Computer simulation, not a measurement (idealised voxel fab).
process module | voxel capacitor over wiring
cross-section cut | 245 nm wide | cells 5 nm
A cross-section is a grid of square cells, given in bands from the top down. A band is one or more rows of cells.
Each band's line starts with the height of the band's top and of its bottom, in nm. Then come its materials from left to right, each with its width in nm. One material with "throughout" fills the band from edge to edge. "air" is empty space.
Height 0 is the level under which the wafer as received is all one material. The lowest band goes on downwards, as in "0 down".
A width such as "30 to 40" changes by the same amount from each row of cells to the next, from the band's top row to its bottom row.
"no change" after a step means that no cell of the cross-section changed.
closed voids: empty space of 8 cells or more with no open way to the top, each as width x height at its distance from the left edge, in nm
after a step's settings: what the simulator itself notes on the step
overlay nm, on a step with a mask: how far to the right of its planned place the mask lay; to the left if negative
plan
1 op RECEIVE | material Si
2 op CONFORMAL_DEP | material SiO2 | thk nm 15
3 op DIRECTIONAL_DEP | material TiN | thk nm 5
4 op DIRECTIONAL_DEP | material W | thk nm 20
5 op DIRECTIONAL_DEP | material aC | thk nm 15
6 op PATTERN | tone cover | mask id METAL_1 | material resist | width nm 30 | pitch nm 90 | thk nm 35 | overlay nm 0
7 op DIRECTIONAL_ETCH | etch materials aC | depth nm 15
8 op STRIP | etch materials resist
9 op DIRECTIONAL_ETCH | etch materials W | depth nm 20
10 op DIRECTIONAL_ETCH | etch materials TiN | depth nm 5
11 op STRIP | etch materials aC
12 op FILL_DEP | material lowk | thk nm 5
13 op CMP | height nm 40
14 op CONFORMAL_DEP | material SiCN | thk nm 5
15 op DIRECTIONAL_DEP | material lowk | thk nm 10
16 op DIRECTIONAL_DEP | material aC | thk nm 10
17 op PATTERN | tone open | mask id PLUG_1 | material resist | width nm 15 | thk nm 25 | overlay nm 0
18 op DIRECTIONAL_ETCH | etch materials aC | depth nm 10
19 op STRIP | etch materials resist
20 op DIRECTIONAL_ETCH | etch materials lowk | depth nm 10
21 op DIRECTIONAL_ETCH | etch materials SiCN | depth nm 5
22 op STRIP | etch materials aC
23 op EPI | material Ru | thk nm 10
24 op EPI | material Ru | thk nm 5
25 op DIRECTIONAL_DEP | material TiN | thk nm 5
26 op DIRECTIONAL_DEP | material Al2O3 | thk nm 5
27 op DIRECTIONAL_DEP | material TiN | thk nm 5
28 op PATTERN | tone cover | mask id UPPER_PLATE | material resist | width nm 65 | thk nm 15 | overlay nm 0
29 op DIRECTIONAL_ETCH | etch materials TiN | depth nm 5
30 op DIRECTIONAL_ETCH | etch materials Al2O3 | depth nm 5
31 op STRIP | etch materials resist
32 op DIRECTIONAL_DEP | material aC | thk nm 10
33 op PATTERN | tone cover | mask id LOWER_PLATE | material resist | width nm 75 | thk nm 30 | overlay nm 0
34 op DIRECTIONAL_ETCH | etch materials aC | depth nm 10
35 op STRIP | etch materials resist
36 op DIRECTIONAL_ETCH | etch materials TiN | depth nm 5
37 op STRIP | etch materials aC
38 op FILL_DEP | material SiO2 | thk nm 15
39 op CMP | height nm 80
40 op PATTERN | tone open | mask id PLUG_2 | material resist | width nm 15 | thk nm 15 | overlay nm 0
41 op DIRECTIONAL_ETCH | etch materials SiO2 | depth nm 10
42 op STRIP | etch materials resist
43 op CONFORMAL_DEP | material TiN | thk nm 5
44 op FILL_DEP | material Cu | thk nm 10
45 op CMP | height nm 80
46 op CONFORMAL_DEP | material SiN | thk nm 5
as received, after step 1
  0 down: Si throughout
  closed voids: none
first wafer at the end, as planned
  85 to 80: SiN throughout
  80 to 75: SiO2 85 | TiN 5 | Cu 5 | TiN 5 | SiO2 145
  75 to 65: SiO2 85 to 75 | TiN 15 to 65 | SiO2 145 to 105
  65 to 60: SiO2 75 | Al2O3 65 | SiO2 105
  60 to 55: SiO2 70 | TiN 75 | SiO2 100
  55 to 45: lowk 75 | Ru 15 | lowk 155
  45 to 40: SiCN 75 | Ru 15 | SiCN 155
  40 to 20: lowk 60 | W 30 | lowk 60 | W 30 | lowk 65
  20 to 15: lowk 60 | TiN 30 | lowk 60 | TiN 30 | lowk 65
  15 to 0: SiO2 throughout
  0 down: Si throughout
  closed voids: none
second wafer at the end: like start, like plan, one mistake
  85 to 80: SiN throughout
  80 to 75: SiO2 85 | TiN 5 | Cu 5 | TiN 5 | SiO2 145
  75 to 70: SiO2 85 | TiN 15 | SiO2 145
  70 to 65: SiO2 throughout
  65 to 55: SiO2 75 to 70 | TiN 65 to 75 | SiO2 105 to 100
  55 to 45: lowk 75 | Ru 15 | lowk 155
  45 to 40: SiCN 75 | Ru 15 | SiCN 155
  40 to 20: lowk 60 | W 30 | lowk 60 | W 30 | lowk 65
  20 to 15: lowk 60 | TiN 30 | lowk 60 | TiN 30 | lowk 65
  15 to 0: SiO2 throughout
  0 down: Si throughout
  closed voids: none
what went wrong: step 26 was left out
at the end the second wafer has, in cells: 13 fewer of Al2O3 | 13 more of SiO2
